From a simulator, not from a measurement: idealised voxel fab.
voxel wiring stack: a process module
It is cross-section cut that appears here, measuring 165 nm in width, its square cells being 5 nm in size.
Heads up, the way a cross-section reads in here is a grid of square cells, handed over as bands from the top down, with every band being one or more rows of cells. This entry defines a band. It first specifies the height of the band's top and the height of its bottom in nm, and then specifies the band's materials from left to right, stating each material with its width in nm. The word "throughout" identifies a single material that fills the band from edge to edge, while the word "empty" identifies empty space. Measure heights from 0. That's the level where, below it, the as-received wafer is all one material. The lowest band is bottomless and extends downward; write it as in "z 0 and below". A width such as "30 to 40" changes by the same amount from each row of cells to the next, from the band's top row to its bottom row. Basically "no alteration" means that step didn't change any cell in the cross-section. Empty spaces without an open route to the top, at least 8 cells in extent, make up the entry "Enclosed void entries"; each is given as width x height at distance, where the distance is measured from the left edge, and all are in nm. Formally, on a step line, whatever follows the settings is a remark that the simulator itself makes on the step. "overlay nm" answers the question of how far to the right of plan the mask lay on a step that has a mask, and when it is negative the answer is to the left.

-- Process steps (planned)
1: op RECEIVE | material Si
2: op CONFORMAL_DEP | material SiO2 | thk nm 10
3: op DIRECTIONAL_DEP | material TiN | thk nm 5
4: op DIRECTIONAL_DEP | material Ru | thk nm 25
5: op DIRECTIONAL_DEP | material aC | thk nm 15
6: op PATTERN | tone cover | mask id METAL_1 | material resist | width nm 25 | pitch nm 45 | thk nm 35 | overlay nm 0
7: op DIRECTIONAL_ETCH | etch materials aC | depth nm 15
8: op STRIP | etch materials resist
9: op DIRECTIONAL_ETCH | etch materials Ru | depth nm 25
10: op DIRECTIONAL_ETCH | etch materials TiN | depth nm 5
11: op STRIP | etch materials aC
12: op FILL_DEP | material SiO2 | thk nm 5
13: op CMP | height nm 40
14: op CONFORMAL_DEP | material SiCN | thk nm 5
15: op DIRECTIONAL_DEP | material SiO2 | thk nm 15
16: op DIRECTIONAL_DEP | material aC | thk nm 10
17: op PATTERN | tone open | mask id PLUG_1 | material resist | width nm 15 | thk nm 30 | overlay nm 0
18: op DIRECTIONAL_ETCH | etch materials aC | depth nm 10
19: op STRIP | etch materials resist
20: op DIRECTIONAL_ETCH | etch materials SiO2 | depth nm 15
21: op DIRECTIONAL_ETCH | etch materials SiCN | depth nm 5
22: op STRIP | etch materials aC
23: op CONFORMAL_DEP | material TiN | thk nm 5
24: op FILL_DEP | material W | thk nm 10
25: op CMP | height nm 60
26: op DIRECTIONAL_DEP | material TiN | thk nm 5
27: op DIRECTIONAL_DEP | material W | thk nm 20
28: op DIRECTIONAL_DEP | material aC | thk nm 10
29: op PATTERN | tone cover | mask id METAL_2 | material resist | width nm 25 | pitch nm 45 | thk nm 30 | overlay nm 0
30: op DIRECTIONAL_ETCH | etch materials aC | depth nm 10
31: op STRIP | etch materials resist
32: op DIRECTIONAL_ETCH | etch materials W | depth nm 20
33: op DIRECTIONAL_ETCH | etch materials TiN | depth nm 5
34: op STRIP | etch materials aC
35: op CONFORMAL_DEP | material SiCN | thk nm 5
36: op FILL_DEP | material SiO2 | thk nm 5
37: op CMP | height nm 85
38: op CONFORMAL_DEP | material SiCN | thk nm 5

-- On the first of the two wafers: run conducted according to plan

-- As received (post step 1): cross-section
    z 0 and below  Si throughout
    Enclosed void entries: none

-- Cross-section of the wafer after step 2
    z 10 to 0  SiO2 throughout
    Anything lower than 0 is untouched.

-- Cross-section of the wafer after step 3
    z 15 to 10  TiN throughout
    Anything lower than 10 is untouched.

-- Cross-section of the wafer after step 4
    z 40 to 15  Ru throughout
    Anything lower than 15 is untouched.

-- Cross-section of the wafer after step 5
    z 55 to 40  aC throughout
    Anything lower than 40 is untouched.

-- Cross-section of the wafer after step 6
    z 90 to 55  45 of empty / 25 of resist / 20 of empty / 25 of resist / 50 of empty
    Anything lower than 55 is untouched.

-- Cross-section of the wafer after step 7
    z 75 to 55  45 of empty / 25 of resist / 20 of empty / 25 of resist / 50 of empty
    z 55 to 40  45 of empty / 25 of aC / 20 of empty / 25 of aC / 50 of empty
    Anything lower than 40 is untouched.

-- Cross-section of the wafer after step 8
    z 55 to 40  45 of empty / 25 of aC / 20 of empty / 25 of aC / 50 of empty
    Anything lower than 40 is untouched.

-- Cross-section of the wafer after step 9
    z 55 to 40  45 of empty / 25 of aC / 20 of empty / 25 of aC / 50 of empty
    z 40 to 15  45 of empty / 25 of Ru / 20 of empty / 25 of Ru / 50 of empty
    Anything lower than 15 is untouched.

-- Cross-section of the wafer after step 10
    z 55 to 40  45 of empty / 25 of aC / 20 of empty / 25 of aC / 50 of empty
    z 40 to 15  45 of empty / 25 of Ru / 20 of empty / 25 of Ru / 50 of empty
    z 15 to 10  45 of empty / 25 of TiN / 20 of empty / 25 of TiN / 50 of empty
    Anything lower than 10 is untouched.

-- Cross-section of the wafer after step 11
    z 40 to 15  45 of empty / 25 of Ru / 20 of empty / 25 of Ru / 50 of empty
    Anything lower than 15 is untouched.

-- Cross-section of the wafer after step 12
    z 45 to 40  SiO2 throughout
    z 40 to 15  45 of SiO2 / 25 of Ru / 20 of SiO2 / 25 of Ru / 50 of SiO2
    z 15 to 10  45 of SiO2 / 25 of TiN / 20 of SiO2 / 25 of TiN / 50 of SiO2
    Anything lower than 10 is untouched.

-- Cross-section of the wafer after step 13
    z 40 to 15  45 of SiO2 / 25 of Ru / 20 of SiO2 / 25 of Ru / 50 of SiO2
    Anything lower than 15 is untouched.

-- Cross-section of the wafer after step 14
    z 45 to 40  SiCN throughout
    Anything lower than 40 is untouched.

-- Cross-section of the wafer after step 15
    z 60 to 45  SiO2 throughout
    Anything lower than 45 is untouched.

-- Cross-section of the wafer after step 16
    z 70 to 60  aC throughout
    Anything lower than 60 is untouched.

-- Cross-section of the wafer after step 17
    z 100 to 70  45 of resist / 15 of empty / 105 of resist
    Anything lower than 70 is untouched.

-- Cross-section of the wafer after step 18
    z 90 to 70  45 of resist / 15 of empty / 105 of resist
    z 70 to 60  45 of aC / 15 of empty / 105 of aC
    Anything lower than 60 is untouched.

-- Cross-section of the wafer after step 19
    z 70 to 60  45 of aC / 15 of empty / 105 of aC
    Anything lower than 60 is untouched.

-- Cross-section of the wafer after step 20
    z 70 to 60  45 of aC / 15 of empty / 105 of aC
    z 60 to 45  45 of SiO2 / 15 of empty / 105 of SiO2
    Anything lower than 45 is untouched.

-- Cross-section of the wafer after step 21
    z 70 to 60  45 of aC / 15 of empty / 105 of aC
    z 60 to 45  45 of SiO2 / 15 of empty / 105 of SiO2
    z 45 to 40  45 of SiCN / 15 of empty / 105 of SiCN
    Anything lower than 40 is untouched.

-- Cross-section of the wafer after step 22
    z 60 to 45  45 of SiO2 / 15 of empty / 105 of SiO2
    Anything lower than 45 is untouched.

-- Cross-section of the wafer after step 23
    z 65 to 60  50 of TiN / 5 of empty / 110 of TiN
    z 60 to 45  45 of SiO2 / 5 of TiN / 5 of empty / 5 of TiN / 105 of SiO2
    z 45 to 40  45 of SiCN / 15 of TiN / 105 of SiCN
    Anything lower than 40 is untouched.

-- Cross-section of the wafer after step 24
    z 75 to 65  W throughout
    z 65 to 60  50 of TiN / 5 of W / 110 of TiN
    z 60 to 45  45 of SiO2 / 5 of TiN / 5 of W / 5 of TiN / 105 of SiO2
    Anything lower than 45 is untouched.

-- Cross-section of the wafer after step 25
    z 60 to 45  45 of SiO2 / 5 of TiN / 5 of W / 5 of TiN / 105 of SiO2
    Anything lower than 45 is untouched.

-- Cross-section of the wafer after step 26
    z 65 to 60  TiN throughout
    Anything lower than 60 is untouched.

-- Cross-section of the wafer after step 27
    z 85 to 65  W throughout
    Anything lower than 65 is untouched.

-- Cross-section of the wafer after step 28
    z 95 to 85  aC throughout
    Anything lower than 85 is untouched.

-- Cross-section of the wafer after step 29
    z 125 to 95  45 of empty / 25 of resist / 20 of empty / 25 of resist / 50 of empty
    Anything lower than 95 is untouched.

-- Cross-section of the wafer after step 30
    z 115 to 95  45 of empty / 25 of resist / 20 of empty / 25 of resist / 50 of empty
    z 95 to 85  45 of empty / 25 of aC / 20 of empty / 25 of aC / 50 of empty
    Anything lower than 85 is untouched.

-- Cross-section of the wafer after step 31
    z 95 to 85  45 of empty / 25 of aC / 20 of empty / 25 of aC / 50 of empty
    Anything lower than 85 is untouched.

-- Cross-section of the wafer after step 32
    z 95 to 85  45 of empty / 25 of aC / 20 of empty / 25 of aC / 50 of empty
    z 85 to 65  45 of empty / 25 of W / 20 of empty / 25 of W / 50 of empty
    Anything lower than 65 is untouched.

-- Cross-section of the wafer after step 33
    z 95 to 85  45 of empty / 25 of aC / 20 of empty / 25 of aC / 50 of empty
    z 85 to 65  45 of empty / 25 of W / 20 of empty / 25 of W / 50 of empty
    z 65 to 60  45 of empty / 25 of TiN / 20 of empty / 25 of TiN / 50 of empty
    Anything lower than 60 is untouched.

-- Cross-section of the wafer after step 34
    z 85 to 65  45 of empty / 25 of W / 20 of empty / 25 of W / 50 of empty
    Anything lower than 65 is untouched.

-- Cross-section of the wafer after step 35
    z 90 to 85  40 of empty / 35 of SiCN / 10 of empty / 35 of SiCN / 45 of empty
    z 85 to 65  40 of empty / 5 of SiCN / 25 of W / 5 of SiCN / 10 of empty / 5 of SiCN / 25 of W / 5 of SiCN / 45 of empty
    z 65 to 60  45 of SiCN / 25 of TiN / 20 of SiCN / 25 of TiN / 50 of SiCN
    Anything lower than 60 is untouched.

-- Cross-section of the wafer after step 36
    z 95 to 90  SiO2 throughout
    z 90 to 85  40 of SiO2 / 35 of SiCN / 10 of SiO2 / 35 of SiCN / 45 of SiO2
    z 85 to 65  40 of SiO2 / 5 of SiCN / 25 of W / 5 of SiCN / 10 of SiO2 / 5 of SiCN / 25 of W / 5 of SiCN / 45 of SiO2
    Anything lower than 65 is untouched.

-- Cross-section of the wafer after step 37
    z 85 to 65  40 of SiO2 / 5 of SiCN / 25 of W / 5 of SiCN / 10 of SiO2 / 5 of SiCN / 25 of W / 5 of SiCN / 45 of SiO2
    Anything lower than 65 is untouched.

-- Cross-section of the wafer after step 38
    z 90 to 85  SiCN throughout
    Anything lower than 85 is untouched.

-- Okay, second wafer. Nothing different at the start, nothing different in the plan, just one mistake somewhere in the running. As far as step 19, counting that step, it's the first wafer all over again

-- X-section, second wafer, when step 20 was due to finish
    z 70 to 60  45 of aC / 15 of empty / 105 of aC
    z 60 to 45  45 of SiO2 / 15 of empty / 105 of SiO2
    Anything lower than 45 is untouched.

-- X-section, second wafer, when step 21 was due to finish
    z 70 to 60  45 of aC / 15 of empty / 105 of aC
    z 60 to 45  45 of SiO2 / 15 of empty / 105 of SiO2
    z 45 to 40  45 of SiCN / 15 of empty / 105 of SiCN
    Anything lower than 40 is untouched.

-- X-section, second wafer, when step 22 was due to finish
    z 60 to 45  45 of SiO2 / 15 of empty / 105 of SiO2
    Anything lower than 45 is untouched.

-- X-section, second wafer, when step 23 was due to finish
    z 65 to 60  50 of TiN / 5 of empty / 110 of TiN
    z 60 to 45  45 of SiO2 / 5 of TiN / 5 of empty / 5 of TiN / 105 of SiO2
    z 45 to 40  45 of SiCN / 15 of TiN / 105 of SiCN
    Anything lower than 40 is untouched.

-- X-section, second wafer, when step 24 was due to finish
    z 75 to 65  W throughout
    z 65 to 60  50 of TiN / 5 of W / 110 of TiN
    z 60 to 45  45 of SiO2 / 5 of TiN / 5 of W / 5 of TiN / 105 of SiO2
    Anything lower than 45 is untouched.

-- X-section, second wafer, when step 25 was due to finish
    z 60 to 45  45 of SiO2 / 5 of TiN / 5 of W / 5 of TiN / 105 of SiO2
    Anything lower than 45 is untouched.

-- X-section, second wafer, when step 26 was due to finish
    z 65 to 60  TiN throughout
    Anything lower than 60 is untouched.

-- X-section, second wafer, when step 27 was due to finish
    z 85 to 65  W throughout
    Anything lower than 65 is untouched.

-- X-section, second wafer, when step 28 was due to finish
    z 95 to 85  aC throughout
    Anything lower than 85 is untouched.

-- X-section, second wafer, when step 29 was due to finish
    z 125 to 95  45 of empty / 25 of resist / 20 of empty / 25 of resist / 50 of empty
    Anything lower than 95 is untouched.

-- X-section, second wafer, when step 30 was due to finish
    z 115 to 95  45 of empty / 25 of resist / 20 of empty / 25 of resist / 50 of empty
    z 95 to 85  45 of empty / 25 of aC / 20 of empty / 25 of aC / 50 of empty
    Anything lower than 85 is untouched.

-- X-section, second wafer, when step 31 was due to finish
    z 95 to 85  45 of empty / 25 of aC / 20 of empty / 25 of aC / 50 of empty
    Anything lower than 85 is untouched.

-- X-section, second wafer, when step 32 was due to finish
    z 95 to 85  45 of empty / 25 of aC / 20 of empty / 25 of aC / 50 of empty
    z 85 to 65  45 of empty / 25 of W / 20 of empty / 25 of W / 50 of empty
    Anything lower than 65 is untouched.

-- X-section, second wafer, when step 33 was due to finish
    z 95 to 85  45 of empty / 25 of aC / 20 of empty / 25 of aC / 50 of empty
    z 85 to 65  45 of empty / 25 of W / 20 of empty / 25 of W / 50 of empty
    z 65 to 60  45 of empty / 25 of TiN / 20 of empty / 25 of TiN / 50 of empty
    Anything lower than 60 is untouched.

-- X-section, second wafer, when step 34 was due to finish
    z 85 to 65  45 of empty / 25 of W / 20 of empty / 25 of W / 50 of empty
    Anything lower than 65 is untouched.

-- X-section, second wafer, when step 35 was due to finish
    z 90 to 85  40 of empty / 35 of SiCN / 10 of empty / 35 of SiCN / 45 of empty
    z 85 to 65  40 of empty / 5 of SiCN / 25 of W / 5 of SiCN / 10 of empty / 5 of SiCN / 25 of W / 5 of SiCN / 45 of empty
    z 65 to 60  45 of SiCN / 25 of TiN / 20 of SiCN / 25 of TiN / 50 of SiCN
    Anything lower than 60 is untouched.

-- X-section, second wafer, when step 36 was due to finish
    z 95 to 90  SiO2 throughout
    z 90 to 85  40 of SiO2 / 35 of SiCN / 10 of SiO2 / 35 of SiCN / 45 of SiO2
    z 85 to 65  40 of SiO2 / 5 of SiCN / 25 of W / 5 of SiCN / 10 of SiO2 / 5 of SiCN / 25 of W / 5 of SiCN / 45 of SiO2
    Anything lower than 65 is untouched.

-- X-section, second wafer, when step 37 was due to finish
    z 85 to 65  40 of SiO2 / 5 of SiCN / 25 of W / 5 of SiCN / 10 of SiO2 / 5 of SiCN / 25 of W / 5 of SiCN / 45 of SiO2
    Anything lower than 65 is untouched.

-- X-section, second wafer, when step 38 was due to finish
    z 90 to 85  SiCN throughout
    Anything lower than 85 is untouched.
Deviation noted in wafer processing: yeah, plan step 20 got run twice
Result: same final cross-section on the two wafers, so no effect from the mistake in this model.
